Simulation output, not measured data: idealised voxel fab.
Process module heading - voxel capacitor over wiring
Each square cell in cross-section cut measures 5 nm, and the section as a whole is 240 nm wide.
If you're reading a cross-section in this doc, picture square cells in a grid; it comes to you as bands, top ones listed first down to the bottom, and a band can be one or more rows of cells.
A band entry consists of two parts. The first gives the height of the band's top and the height of its bottom, in nm. The rest lists the band's materials from left to right, each with its width in nm. A single material labelled with the word "edge to edge" fills the band from edge to edge, and the word "air" marks empty space.
Heads up on the height convention: 0 is the point under which the incoming wafer is all one material, and the lowest band has no bottom, it just keeps going down, like "z 0 and below".
When a width is written as two numbers, as in "30 to 40", the first number is the width in the top row of cells of the band and the second is the width in its bottom row, and the width changes by the same amount from each row to the next.
It should be understood that the words "nothing got changed", when stated for a given step, signify that the cross-section underwent no change in any of its cells during that step.
Any empty space of 8 cells or more lacking an open way to the top shows up in "Closed empty spaces" as width x height at distance, distance from the left edge, in nm.
Past the settings on a step's line: simulator remark, on that step.
Among the settings permitted on a step's line is "overlay nm"; applied to a step with a mask, it specifies the extent to which the mask lay to the right of its planned position, whereas a negative figure signifies a position to the left.

plan
1: RECEIVE (material Si)
2: CONFORMAL_DEP (material SiO2; thk nm 10)
3: DIRECTIONAL_DEP (material TiN; thk nm 5)
4: DIRECTIONAL_DEP (material Ru; thk nm 15)
5: DIRECTIONAL_DEP (material aC; thk nm 15)
6: PATTERN (tone cover; mask id METAL_1; material resist; width nm 30; pitch nm 85; thk nm 35; overlay nm 0)
7: DIRECTIONAL_ETCH (etch materials aC; depth nm 15)
8: STRIP (etch materials resist)
9: DIRECTIONAL_ETCH (etch materials Ru; depth nm 15)
10: DIRECTIONAL_ETCH (etch materials TiN; depth nm 5)
11: STRIP (etch materials aC)
12: CONFORMAL_DEP (material SiCN; thk nm 5)
13: FILL_DEP (material lowk; thk nm 5)
14: CMP (height nm 30)
15: CONFORMAL_DEP (material SiCN; thk nm 5)
16: DIRECTIONAL_DEP (material SiO2; thk nm 20)
17: MASKED_ETCH (tone open; mask id PLUG_1; width nm 15; etch materials SiO2; depth nm 20; overlay nm 0)
18: MASKED_ETCH (tone open; mask id PLUG_1; width nm 15; etch materials SiCN; depth nm 5; overlay nm 0)
19: EPI (material Ru; thk nm 10)
20: EPI (material Ru; thk nm 10)
21: EPI (material Ru; thk nm 5)
22: DIRECTIONAL_DEP (material TiN; thk nm 10)
23: DIRECTIONAL_DEP (material Al2O3; thk nm 5)
24: DIRECTIONAL_DEP (material TiN; thk nm 10)
25: DIRECTIONAL_DEP (material aC; thk nm 15)
26: PATTERN (tone cover; mask id UPPER_PLATE; material resist; width nm 60; thk nm 30; overlay nm 0)
27: DIRECTIONAL_ETCH (etch materials aC; depth nm 15)
28: STRIP (etch materials resist)
29: DIRECTIONAL_ETCH (etch materials TiN; depth nm 10)
30: DIRECTIONAL_ETCH (etch materials Al2O3; depth nm 5)
31: STRIP (etch materials aC)
32: PATTERN (tone cover; mask id LOWER_PLATE; material resist; width nm 70; thk nm 15; overlay nm 0)
33: DIRECTIONAL_ETCH (etch materials TiN; depth nm 10)
34: STRIP (etch materials resist)
35: FILL_DEP (material SiO2; thk nm 15)
36: CMP (height nm 90)
37: PATTERN (tone open; mask id PLUG_2; material resist; width nm 15; thk nm 20; overlay nm 0)
38: DIRECTIONAL_ETCH (etch materials SiO2; depth nm 10)
39: STRIP (etch materials resist)
40: CONFORMAL_DEP (material TiN; thk nm 5)
41: FILL_DEP (material W; thk nm 10)
42: CMP (height nm 90)
43: CONFORMAL_DEP (material SiN; thk nm 5)

The cross-section here shows the wafer as received, i.e. in its state after step 1
    z 0 and below: Si edge to edge
    Closed empty spaces: none

Cross-section, end of module. Start: as above. Plan: as above. Execution: one mistake
    z 95 to 90: SiN edge to edge
    z 90 to 85: SiO2 (85); TiN (5); W (5); TiN (5); SiO2 (140)
    z 85 to 80: SiO2 (85); TiN (15); SiO2 (140)
    z 80 to 70: SiO2 (75); TiN (35); SiO2 (130)
    z 70 to 65: SiO2 (75); Al2O3 (35); SiO2 (130)
    z 65 to 55: SiO2 (70); TiN (40 to 65); SiO2 (130 to 105)
    z 55 to 50: SiO2 (55); Ru (55); TiN (25); SiO2 (105)
    z 50 to 45: SiO2 (55); Ru (55); Al2O3 (25); SiO2 (105)
    z 45 to 35: SiO2 (55); Ru (55); TiN (30); SiO2 (100)
    z 35 to 30: SiCN (75); Ru (15); SiCN (150)
    z 30 to 15: lowk (55); SiCN (5); Ru (30); SiCN (5); lowk (45); SiCN (5); Ru (30); SiCN (5); lowk (60)
    z 15 to 10: SiCN (60); TiN (30); SiCN (55); TiN (30); SiCN (65)
    z 10 to 0: SiO2 edge to edge
    z 0 and below: Si edge to edge
    Closed empty spaces: none
The plan and the run diverged here: step 16 of the plan: omitted, not performed
